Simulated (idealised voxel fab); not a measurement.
Module name: voxel self aligned vias (process module)
Square cells of 5 nm make up the cross-section cut, whose width is 275 nm.
We lay out every cross-section as a grid of square cells and spell it out in bands from the top down, where one band means one or more rows of cells.
Within each band entry, the heights of the top and of the bottom of the band appear first, in that order and in nm; the materials of the band then follow from left to right, each with its corresponding width in nm. The designation "all across" on a single material indicates that it fills the band from edge to edge; the designation "empty" indicates empty space.
Height is counted from the level 0, under which the received wafer is composed throughout of one material. The lowest of the bands is not closed at the bottom but continues downward, in the notation "z 0 and below".
You'd read "30..40" like this: the band's top row of cells is as wide as the first number, its bottom row is as wide as the second, and going down, every row changes width by the same amount as the row before did.
Step note "same as before" = no cross-section cell changed.
Closed-off voids of 8+ cells (no open route to the top) go in "Sealed voids", written width x height at distance from the left edge, in nm.
Read whatever lies past the settings on a step's line as the simulator's own remark about the step.
A step's line can hold "overlay nm"; with a mask on that step, the setting says how far right of the planned place the mask lay, while a negative setting says it lay to the left.
### Here's what the planned process steps look like
step 1: RECEIVE with material Si
step 2: CONFORMAL_DEP with material SiO2, thk nm 10
step 3: CONFORMAL_DEP with material SiCN, thk nm 5
step 4: DIRECTIONAL_DEP with material SiO2, thk nm 20
step 5: PATTERN with tone open, mask id LINES, material resist, width nm 20, pitch nm 65, thk nm 15, overlay nm 0
step 6: DIRECTIONAL_ETCH with etch materials SiO2, depth nm 20
step 7: STRIP with etch materials resist
step 8: CONFORMAL_DEP with material TiN, thk nm 5
step 9: FILL_DEP with material W, thk nm 5
step 10: CMP with height nm 35
step 11: SELECTIVE_ETCH with etch materials W Ru TiN, depth nm 10
step 12: FILL_DEP with material SiN, thk nm 5
step 13: CMP with height nm 35
step 14: DIRECTIONAL_DEP with material SiO2, thk nm 15
step 15: MASKED_ETCH with tone open, mask id VIAS, width nm 40, pitch nm 65, etch materials SiO2, depth nm 15, overlay nm 0
step 16: MASKED_ETCH with tone open, mask id VIAS, width nm 40, pitch nm 65, etch materials SiN, depth nm 10, overlay nm 0
step 17: CONFORMAL_DEP with material TiN, thk nm 5
step 18: FILL_DEP with material Ru, thk nm 10
step 19: CMP with height nm 50
step 20: CONFORMAL_DEP with material SiN, thk nm 5
### The first of a set of two wafers, run to plan
### The cross-section here shows the wafer as received, i.e. in its state after step 1
- z 0 and below | Si all across
- Sealed voids: none
### The wafer in cross-section once step 2 is complete
- z 10 to 0 | SiO2 all across
- Rest of section, below 0: as before.
### The wafer in cross-section once step 3 is complete
- z 15 to 10 | SiCN all across
- Rest of section, below 10: as before.
### The wafer in cross-section once step 4 is complete
- z 35 to 15 | SiO2 all across
- Rest of section, below 15: as before.
### The wafer in cross-section once step 5 is complete
- z 50 to 35 | 60 nm resist; 20 nm empty; 45 nm resist; 20 nm empty; 45 nm resist; 20 nm empty; 65 nm resist
- Rest of section, below 35: as before.
### The wafer in cross-section once step 6 is complete
- z 50 to 35 | 60 nm resist; 20 nm empty; 45 nm resist; 20 nm empty; 45 nm resist; 20 nm empty; 65 nm resist
- z 35 to 15 | 60 nm SiO2; 20 nm empty; 45 nm SiO2; 20 nm empty; 45 nm SiO2; 20 nm empty; 65 nm SiO2
- Rest of section, below 15: as before.
### The wafer in cross-section once step 7 is complete
- z 35 to 15 | 60 nm SiO2; 20 nm empty; 45 nm SiO2; 20 nm empty; 45 nm SiO2; 20 nm empty; 65 nm SiO2
- Rest of section, below 15: as before.
### The wafer in cross-section once step 8 is complete
- z 40 to 35 | 65 nm TiN; 10 nm empty; 55 nm TiN; 10 nm empty; 55 nm TiN; 10 nm empty; 70 nm TiN
- z 35 to 20 | 60 nm SiO2; 5 nm TiN; 10 nm empty; 5 nm TiN; 45 nm SiO2; 5 nm TiN; 10 nm empty; 5 nm TiN; 45 nm SiO2; 5 nm TiN; 10 nm empty; 5 nm TiN; 65 nm SiO2
- z 20 to 15 | 60 nm SiO2; 20 nm TiN; 45 nm SiO2; 20 nm TiN; 45 nm SiO2; 20 nm TiN; 65 nm SiO2
- Rest of section, below 15: as before.
### The wafer in cross-section once step 9 is complete
- z 45 to 40 | W all across
- z 40 to 35 | 65 nm TiN; 10 nm W; 55 nm TiN; 10 nm W; 55 nm TiN; 10 nm W; 70 nm TiN
- z 35 to 20 | 60 nm SiO2; 5 nm TiN; 10 nm W; 5 nm TiN; 45 nm SiO2; 5 nm TiN; 10 nm W; 5 nm TiN; 45 nm SiO2; 5 nm TiN; 10 nm W; 5 nm TiN; 65 nm SiO2
- Rest of section, below 20: as before.
### The wafer in cross-section once step 10 is complete
- z 35 to 20 | 60 nm SiO2; 5 nm TiN; 10 nm W; 5 nm TiN; 45 nm SiO2; 5 nm TiN; 10 nm W; 5 nm TiN; 45 nm SiO2; 5 nm TiN; 10 nm W; 5 nm TiN; 65 nm SiO2
- Rest of section, below 20: as before.
### The wafer in cross-section once step 11 is complete
- z 35 to 25 | 60 nm SiO2; 20 nm empty; 45 nm SiO2; 20 nm empty; 45 nm SiO2; 20 nm empty; 65 nm SiO2
- Rest of section, below 25: as before.
### The wafer in cross-section once step 12 is complete
- z 40 to 35 | SiN all across
- z 35 to 25 | 60 nm SiO2; 20 nm SiN; 45 nm SiO2; 20 nm SiN; 45 nm SiO2; 20 nm SiN; 65 nm SiO2
- Rest of section, below 25: as before.
### The wafer in cross-section once step 13 is complete
- z 35 to 25 | 60 nm SiO2; 20 nm SiN; 45 nm SiO2; 20 nm SiN; 45 nm SiO2; 20 nm SiN; 65 nm SiO2
- Rest of section, below 25: as before.
### The wafer in cross-section once step 14 is complete
- z 50 to 35 | SiO2 all across
- Rest of section, below 35: as before.
### The wafer in cross-section once step 15 is complete
- z 50 to 35 | 50 nm SiO2; 40 nm empty; 25 nm SiO2; 40 nm empty; 25 nm SiO2; 40 nm empty; 55 nm SiO2
- Rest of section, below 35: as before.
### The wafer in cross-section once step 16 is complete
- z 50 to 35 | 50 nm SiO2; 40 nm empty; 25 nm SiO2; 40 nm empty; 25 nm SiO2; 40 nm empty; 55 nm SiO2
- z 35 to 25 | 60 nm SiO2; 20 nm empty; 45 nm SiO2; 20 nm empty; 45 nm SiO2; 20 nm empty; 65 nm SiO2
- Rest of section, below 25: as before.
### The wafer in cross-section once step 17 is complete
- z 55 to 50 | 55 nm TiN; 30 nm empty; 35 nm TiN; 30 nm empty; 35 nm TiN; 30 nm empty; 60 nm TiN
- z 50 to 40 | 50 nm SiO2; 5 nm TiN; 30 nm empty; 5 nm TiN; 25 nm SiO2; 5 nm TiN; 30 nm empty; 5 nm TiN; 25 nm SiO2; 5 nm TiN; 30 nm empty; 5 nm TiN; 55 nm SiO2
- z 40 to 30 | 50..60 nm SiO2; 15..5 nm TiN; 10 nm empty; 15..5 nm TiN; 25..45 nm SiO2; 15..5 nm TiN; 10 nm empty; 15..5 nm TiN; 25..45 nm SiO2; 15..5 nm TiN; 10 nm empty; 15..5 nm TiN; 55..65 nm SiO2
- z 30 to 25 | 60 nm SiO2; 20 nm TiN; 45 nm SiO2; 20 nm TiN; 45 nm SiO2; 20 nm TiN; 65 nm SiO2
- Rest of section, below 25: as before.
### The wafer in cross-section once step 18 is complete
- z 65 to 55 | Ru all across
- z 55 to 50 | 55 nm TiN; 30 nm Ru; 35 nm TiN; 30 nm Ru; 35 nm TiN; 30 nm Ru; 60 nm TiN
- z 50 to 40 | 50 nm SiO2; 5 nm TiN; 30 nm Ru; 5 nm TiN; 25 nm SiO2; 5 nm TiN; 30 nm Ru; 5 nm TiN; 25 nm SiO2; 5 nm TiN; 30 nm Ru; 5 nm TiN; 55 nm SiO2
- z 40 to 30 | 50..60 nm SiO2; 15..5 nm TiN; 10 nm Ru; 15..5 nm TiN; 25..45 nm SiO2; 15..5 nm TiN; 10 nm Ru; 15..5 nm TiN; 25..45 nm SiO2; 15..5 nm TiN; 10 nm Ru; 15..5 nm TiN; 55..65 nm SiO2
- Rest of section, below 30: as before.
### The wafer in cross-section once step 19 is complete
- z 50 to 40 | 50 nm SiO2; 5 nm TiN; 30 nm Ru; 5 nm TiN; 25 nm SiO2; 5 nm TiN; 30 nm Ru; 5 nm TiN; 25 nm SiO2; 5 nm TiN; 30 nm Ru; 5 nm TiN; 55 nm SiO2
- Rest of section, below 40: as before.
### The wafer in cross-section once step 20 is complete
- z 55 to 50 | SiN all across
- Rest of section, below 50: as before.
### Companion wafer, the second of two: same beginning, same intended sequence, one mistake in carrying it out; through step 1 inclusive it tracks the first exactly
### Cross-sectional view of the second wafer at the intended end time of process step 2
- z 5 to 0 | SiCN all across
- Rest of section, below 0: as before.
### Cross-sectional view of the second wafer at the intended end time of process step 3
- z 15 to 5 | SiO2 all across
- Rest of section, below 5: as before.
### Cross-sectional view of the second wafer at the intended end time of process step 4
- z 35 to 5 | SiO2 all across
- Rest of section, below 5: as before.
### Cross-sectional view of the second wafer at the intended end time of process step 5
- z 50 to 35 | 60 nm resist; 20 nm empty; 45 nm resist; 20 nm empty; 45 nm resist; 20 nm empty; 65 nm resist
- Rest of section, below 35: as before.
### Cross-sectional view of the second wafer at the intended end time of process step 6
- z 50 to 35 | 60 nm resist; 20 nm empty; 45 nm resist; 20 nm empty; 45 nm resist; 20 nm empty; 65 nm resist
- z 35 to 15 | 60 nm SiO2; 20 nm empty; 45 nm SiO2; 20 nm empty; 45 nm SiO2; 20 nm empty; 65 nm SiO2
- Rest of section, below 15: as before.
### Cross-sectional view of the second wafer at the intended end time of process step 7
- z 35 to 15 | 60 nm SiO2; 20 nm empty; 45 nm SiO2; 20 nm empty; 45 nm SiO2; 20 nm empty; 65 nm SiO2
- Rest of section, below 15: as before.
### Cross-sectional view of the second wafer at the intended end time of process step 8
- z 40 to 35 | 65 nm TiN; 10 nm empty; 55 nm TiN; 10 nm empty; 55 nm TiN; 10 nm empty; 70 nm TiN
- z 35 to 20 | 60 nm SiO2; 5 nm TiN; 10 nm empty; 5 nm TiN; 45 nm SiO2; 5 nm TiN; 10 nm empty; 5 nm TiN; 45 nm SiO2; 5 nm TiN; 10 nm empty; 5 nm TiN; 65 nm SiO2
- z 20 to 15 | 60 nm SiO2; 20 nm TiN; 45 nm SiO2; 20 nm TiN; 45 nm SiO2; 20 nm TiN; 65 nm SiO2
- Rest of section, below 15: as before.
### Cross-sectional view of the second wafer at the intended end time of process step 9
- z 45 to 40 | W all across
- z 40 to 35 | 65 nm TiN; 10 nm W; 55 nm TiN; 10 nm W; 55 nm TiN; 10 nm W; 70 nm TiN
- z 35 to 20 | 60 nm SiO2; 5 nm TiN; 10 nm W; 5 nm TiN; 45 nm SiO2; 5 nm TiN; 10 nm W; 5 nm TiN; 45 nm SiO2; 5 nm TiN; 10 nm W; 5 nm TiN; 65 nm SiO2
- Rest of section, below 20: as before.
### Cross-sectional view of the second wafer at the intended end time of process step 10
- z 35 to 20 | 60 nm SiO2; 5 nm TiN; 10 nm W; 5 nm TiN; 45 nm SiO2; 5 nm TiN; 10 nm W; 5 nm TiN; 45 nm SiO2; 5 nm TiN; 10 nm W; 5 nm TiN; 65 nm SiO2
- Rest of section, below 20: as before.
### Cross-sectional view of the second wafer at the intended end time of process step 11
- z 35 to 25 | 60 nm SiO2; 20 nm empty; 45 nm SiO2; 20 nm empty; 45 nm SiO2; 20 nm empty; 65 nm SiO2
- Rest of section, below 25: as before.
### Cross-sectional view of the second wafer at the intended end time of process step 12
- z 40 to 35 | SiN all across
- z 35 to 25 | 60 nm SiO2; 20 nm SiN; 45 nm SiO2; 20 nm SiN; 45 nm SiO2; 20 nm SiN; 65 nm SiO2
- Rest of section, below 25: as before.
### Cross-sectional view of the second wafer at the intended end time of process step 13
- z 35 to 25 | 60 nm SiO2; 20 nm SiN; 45 nm SiO2; 20 nm SiN; 45 nm SiO2; 20 nm SiN; 65 nm SiO2
- Rest of section, below 25: as before.
### Cross-sectional view of the second wafer at the intended end time of process step 14
- z 50 to 35 | SiO2 all across
- Rest of section, below 35: as before.
### Cross-sectional view of the second wafer at the intended end time of process step 15
- z 50 to 35 | 50 nm SiO2; 40 nm empty; 25 nm SiO2; 40 nm empty; 25 nm SiO2; 40 nm empty; 55 nm SiO2
- Rest of section, below 35: as before.
### Cross-sectional view of the second wafer at the intended end time of process step 16
- z 50 to 35 | 50 nm SiO2; 40 nm empty; 25 nm SiO2; 40 nm empty; 25 nm SiO2; 40 nm empty; 55 nm SiO2
- z 35 to 25 | 60 nm SiO2; 20 nm empty; 45 nm SiO2; 20 nm empty; 45 nm SiO2; 20 nm empty; 65 nm SiO2
- Rest of section, below 25: as before.
### Cross-sectional view of the second wafer at the intended end time of process step 17
- z 55 to 50 | 55 nm TiN; 30 nm empty; 35 nm TiN; 30 nm empty; 35 nm TiN; 30 nm empty; 60 nm TiN
- z 50 to 40 | 50 nm SiO2; 5 nm TiN; 30 nm empty; 5 nm TiN; 25 nm SiO2; 5 nm TiN; 30 nm empty; 5 nm TiN; 25 nm SiO2; 5 nm TiN; 30 nm empty; 5 nm TiN; 55 nm SiO2
- z 40 to 30 | 50..60 nm SiO2; 15..5 nm TiN; 10 nm empty; 15..5 nm TiN; 25..45 nm SiO2; 15..5 nm TiN; 10 nm empty; 15..5 nm TiN; 25..45 nm SiO2; 15..5 nm TiN; 10 nm empty; 15..5 nm TiN; 55..65 nm SiO2
- z 30 to 25 | 60 nm SiO2; 20 nm TiN; 45 nm SiO2; 20 nm TiN; 45 nm SiO2; 20 nm TiN; 65 nm SiO2
- Rest of section, below 25: as before.
### Cross-sectional view of the second wafer at the intended end time of process step 18
- z 65 to 55 | Ru all across
- z 55 to 50 | 55 nm TiN; 30 nm Ru; 35 nm TiN; 30 nm Ru; 35 nm TiN; 30 nm Ru; 60 nm TiN
- z 50 to 40 | 50 nm SiO2; 5 nm TiN; 30 nm Ru; 5 nm TiN; 25 nm SiO2; 5 nm TiN; 30 nm Ru; 5 nm TiN; 25 nm SiO2; 5 nm TiN; 30 nm Ru; 5 nm TiN; 55 nm SiO2
- z 40 to 30 | 50..60 nm SiO2; 15..5 nm TiN; 10 nm Ru; 15..5 nm TiN; 25..45 nm SiO2; 15..5 nm TiN; 10 nm Ru; 15..5 nm TiN; 25..45 nm SiO2; 15..5 nm TiN; 10 nm Ru; 15..5 nm TiN; 55..65 nm SiO2
- Rest of section, below 30: as before.
### Cross-sectional view of the second wafer at the intended end time of process step 19
- z 50 to 40 | 50 nm SiO2; 5 nm TiN; 30 nm Ru; 5 nm TiN; 25 nm SiO2; 5 nm TiN; 30 nm Ru; 5 nm TiN; 25 nm SiO2; 5 nm TiN; 30 nm Ru; 5 nm TiN; 55 nm SiO2
- Rest of section, below 40: as before.
### Cross-sectional view of the second wafer at the intended end time of process step 20
- z 55 to 50 | SiN all across
- Rest of section, below 50: as before.
Run error: ran 2 and 3 in swapped order versus the plan
The two final wafers agree on how many cells each material fills and disagree on which cells those are.
